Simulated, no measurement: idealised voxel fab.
Process module heading - voxel fin reveal
Square cells of 5 nm make up the cross-section cut, whose width is 160 nm.
Notation: cross-section as square-cell grid; stated in bands, top first, going down; one or more cell rows per band. Quick guide to a band line: top height, bottom height (nm) up front; then every material left to right with its width in nm. Only one material and it's marked "edge to edge"? Then it fills the band edge to edge. And "empty" just means empty space. It should be noted that heights are counted from 0, beneath which the wafer as supplied is of one material throughout, and that the lowest band possesses no lower boundary but continues downward, as written in "from 0 down". Per-row width for "30->40": begins at first number (top row of band), ends at second number (bottom row), increment between rows held constant. Step marked "no modification"? Then no cell in the cross-section changed in it. So "Unvented internal voids" is basically the list of trapped voids: any empty space of 8 cells or more that can't reach the top through an opening. They're written width x height at distance, the distance being from the left edge, and it's all nm. Heads up: the bit after the settings on a step's line is the simulator's remark on that step. The optional step-line setting "overlay nm" applies to steps with a mask and quantifies how far to the right of its planned location the mask lay, a negative value indicating leftward placement.

BELOW IS THE LIST OF PLANNED PROCESS STEPS
- 1: RECEIVE | material Si
- 2: CONFORMAL_DEP | material SiN | thk nm 5
- 3: PATTERN | tone cover | mask id FINS | material resist | width nm 15 | pitch nm 35 | thk nm 20 | overlay nm 0
- 4: DIRECTIONAL_ETCH | etch materials SiN | depth nm 5
- 5: DIRECTIONAL_ETCH | etch materials Si | depth nm 40
- 6: STRIP | etch materials resist
- 7: FILL_DEP | material SiO2 | thk nm 15
- 8: CMP | height nm 5
- 9: SELECTIVE_ETCH | etch materials SiO2 | depth nm 35
- 10: STRIP | etch materials SiN

STEP 1 COMPLETE: CROSS-SECTION OF THE WAFER AS RECEIVED
from 0 down: Si edge to edge
Unvented internal voids: none

CROSS-SECTION, END OF MODULE. START: AS ABOVE. PLAN: AS ABOVE. EXECUTION: ONE MISTAKE
from 5 to 0: empty (35), then SiN (15), then empty (20), then SiN (15), then empty (20), then SiN (15), then empty (40)
from 0 to -40: empty (35), then Si (15), then empty (20), then Si (15), then empty (20), then Si (15), then empty (40)
from -40 down: Si edge to edge
Unvented internal voids: none
Processing error: not per plan at step 10, really ran STRIP | etch materials SiO2
